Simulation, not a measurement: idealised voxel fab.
The process module that follows is named voxel gate over fins.
Section shown: cut. Width: 270 nm. Cell size: 5 nm, square.
We lay out every cross-section as a grid of square cells and spell it out in bands from the top down, where one band means one or more rows of cells.
This entry defines a band. It first specifies the height of the band's top and the height of its bottom in nm, and then specifies the band's materials from left to right, stating each material with its width in nm. The word "throughout" identifies a single material that fills the band from edge to edge, while the word "empty" identifies empty space.
Height is counted from the level 0, under which the received wafer is composed throughout of one material. The lowest of the bands is not closed at the bottom but continues downward, in the notation "from 0 down".
The notation "30->40" denotes a width that varies across the rows of cells in the band, beginning at the first number in the top row, finishing at the second number in the bottom row, and changing by an identical amount from each row to the next.
Take "stayed the same" at face value: in the step it is given for, the cross-section changed in none of its cells.
Any empty space of 8 cells or more lacking an open way to the top shows up in "Completely enclosed voids" as width x height at distance, distance from the left edge, in nm.
Whatever follows a step's settings on its line is a remark the simulator itself makes about that step.
"overlay nm" answers the question of how far to the right of plan the mask lay on a step that has a mask, and when it is negative the answer is to the left.
[Listed below are the process steps as planned]
step 1: RECEIVE with material Si
step 2: CONFORMAL_DEP with material SiN, thk nm 5
step 3: PATTERN with tone cover, mask id FINS, material resist, width nm 15, pitch nm 40, thk nm 15, overlay nm 0
step 4: DIRECTIONAL_ETCH with etch materials SiN, depth nm 5
step 5: DIRECTIONAL_ETCH with etch materials Si, depth nm 35
step 6: STRIP with etch materials resist
step 7: OXIDIZE with depth nm 5
step 8: FILL_DEP with material SiO2, thk nm 15
step 9: CMP with height nm 5
step 10: SELECTIVE_ETCH with etch materials SiO2, depth nm 15
step 11: STRIP with etch materials SiN
step 12: CONFORMAL_DEP with material HfO2, thk nm 5
step 13: CONFORMAL_DEP with material TiN, thk nm 5
step 14: CONFORMAL_DEP with material TiAl, thk nm 5
step 15: CONFORMAL_DEP with material TiN, thk nm 5
step 16: FILL_DEP with material W, thk nm 15
step 17: CMP with height nm 30
step 18: CONFORMAL_DEP with material SiN, thk nm 10
[As received (post step 1): cross-section]
> from 0 down | Si throughout
> Completely enclosed voids: none
[Wafer cross-section at module end: first of two, run to plan]
> from 40 to 30 | SiN throughout
> from 30 to 20 | W throughout
> from 20 to 15 | 70 of W | 125 of TiN | 75 of W
> from 15 to 10 | 70 of W | 5 of TiN | 35 of TiAl | 5 of TiN | 35 of TiAl | 5 of TiN | 35 of TiAl | 5 of TiN | 75 of W
> from 10 to 5 | 75 of TiN | 5 of TiAl | 25 of TiN | 5 of TiAl | 5 of TiN | 5 of TiAl | 25 of TiN | 5 of TiAl | 5 of TiN | 5 of TiAl | 25 of TiN | 5 of TiAl | 80 of TiN
> from 5 to 0 | 80 of TiAl | 5 of TiN | 15 of HfO2 | 5 of TiN | 15 of TiAl | 5 of TiN | 15 of HfO2 | 5 of TiN | 15 of TiAl | 5 of TiN | 15 of HfO2 | 5 of TiN | 85 of TiAl
> from 0 to -5 | 85 of TiN | 5 of HfO2 | 5 of Si | 5 of HfO2 | 25 of TiN | 5 of HfO2 | 5 of Si | 5 of HfO2 | 25 of TiN | 5 of HfO2 | 5 of Si | 5 of HfO2 | 90 of TiN
> from -5 to -10 | 90 of HfO2 | 5 of Si | 35 of HfO2 | 5 of Si | 35 of HfO2 | 5 of Si | 95 of HfO2
> from -10 to -40 | 90 of SiO2 | 5 of Si | 35 of SiO2 | 5 of Si | 35 of SiO2 | 5 of Si | 95 of SiO2
> from -40 down | Si throughout
> Completely enclosed voids: none
[Wafer two cross-section, module end. Start and plan unchanged from wafer one; one mistake made during the run]
> from 40 to 30 | SiN throughout
> from 30 to 15 | W throughout
> from 15 to 5 | 75 of W | 35 of TiN | 5 of W | 35 of TiN | 5 of W | 35 of TiN | 80 of W
> from 5 to 0 | 85 of TiN | 15 of HfO2 | 25 of TiN | 15 of HfO2 | 25 of TiN | 15 of HfO2 | 90 of TiN
> from 0 to -5 | 85 of TiN | 5 of HfO2 | 5 of Si | 5 of HfO2 | 25 of TiN | 5 of HfO2 | 5 of Si | 5 of HfO2 | 25 of TiN | 5 of HfO2 | 5 of Si | 5 of HfO2 | 90 of TiN
> from -5 to -10 | 90 of HfO2 | 5 of Si | 35 of HfO2 | 5 of Si | 35 of HfO2 | 5 of Si | 95 of HfO2
> from -10 to -40 | 90 of SiO2 | 5 of Si | 35 of SiO2 | 5 of Si | 35 of SiO2 | 5 of Si | 95 of SiO2
> from -40 down | Si throughout
> Completely enclosed voids: none
Short version of what went wrong: step 14 of the plan was excluded from execution and never run
Final wafer comparison in cells, second versus first, more or fewer per material: 66 fewer of TiAl | 4 more of TiN | 62 more of W
